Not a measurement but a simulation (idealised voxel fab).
Proc. module: voxel quadruple lines
The width of the displayed cross-section, cut, is 205 nm; its cells are square, with a size of 5 nm.
If you're reading a cross-section in this doc, picture square cells in a grid; it comes to you as bands, top ones listed first down to the bottom, and a band can be one or more rows of cells. This entry defines a band. It first specifies the height of the band's top and the height of its bottom in nm, and then specifies the band's materials from left to right, stating each material with its width in nm. The word "throughout" identifies a single material that fills the band from edge to edge, while the word "blank" identifies empty space. It should be noted that heights are counted from 0, beneath which the wafer as supplied is of one material throughout, and that the lowest band possesses no lower boundary but continues downward, as written in "0 and below". So if you see something like "30..40" for the width, read it as the top row of the band sitting at the first number and the bottom row at the second, with every row in between moving by the same amount as the last. Reading "changes: none" for a step: not a cell of the cross-section changed in it. Closed empty spaces (no open way to the top) of 8 cells or more are what "Closed void list" lists, each as width x height at distance from the left edge, nm for all three. On each step's line, the part that comes after the settings is the simulator's own comment on the step. The line of a step may include "overlay nm". On a step with a mask, this value is how far to the right of its planned place the mask lay. A negative value means the mask lay to the left.
# Below is the list of planned process steps
1: RECEIVE: material Si
2: CONFORMAL_DEP: material SiO2, thk nm 10
3: DIRECTIONAL_DEP: material TiN, thk nm 15
4: DIRECTIONAL_DEP: material polySi, thk nm 20
5: DIRECTIONAL_DEP: material aC, thk nm 25
6: PATTERN: tone cover, mask id MANDREL, material resist, width nm 15, thk nm 30, overlay nm 0
7: DIRECTIONAL_ETCH: etch materials aC, depth nm 25
8: STRIP: etch materials resist
9: CONFORMAL_DEP: material SiO2, thk nm 10
10: DIRECTIONAL_ETCH: etch materials SiO2, depth nm 10
11: STRIP: etch materials aC
12: DIRECTIONAL_ETCH: etch materials polySi, depth nm 20
13: STRIP: etch materials SiO2
14: CONFORMAL_DEP: material SiN, thk nm 5
15: DIRECTIONAL_ETCH: etch materials SiN, depth nm 5
16: STRIP: etch materials polySi
17: DIRECTIONAL_ETCH: etch materials TiN, depth nm 15
18: STRIP: etch materials SiN
Be aware that, although all wafers share a common starting state, the width nm at step 6 differs among them, and the plan displays the first wafer's value.
# Cross-section of the first of several received wafers, showing its state after step 1
- 0 and below: Si throughout
- Closed void list: none
# End of module: cross-section of the first of several wafers after step 18, the last step
- 25 down to 10: blank: 80 / TiN: 5 / blank: 10 / TiN: 5 / blank: 5 / TiN: 5 / blank: 10 / TiN: 5 / blank: 80
- 10 down to 0: SiO2 throughout
- 0 and below: Si throughout
- Closed void list: none
# Last wafer of the set, cross-sectioned at end of module
- 25 down to 10: blank: 70 / TiN: 5 / blank: 10 / TiN: 5 / blank: 25 / TiN: 5 / blank: 10 / TiN: 5 / blank: 70
- 10 down to 0: SiO2 throughout
- 0 and below: Si throughout
- Closed void list: none
# For your reference, the table is organized with a row per wafer; each row reflects the wafer at the end of the module, indicating for each material the cells gained (+) or lost (-) since receipt, and thereafter its closed voids
width nm 15; +82 SiO2; +12 TiN; Closed void list: none
width nm 20; +82 SiO2; +12 TiN; Closed void list: none
width nm 25; +82 SiO2; +12 TiN; Closed void list: none
width nm 30; +82 SiO2; +12 TiN; Closed void list: none
width nm 35; +82 SiO2; +12 TiN; Closed void list: none
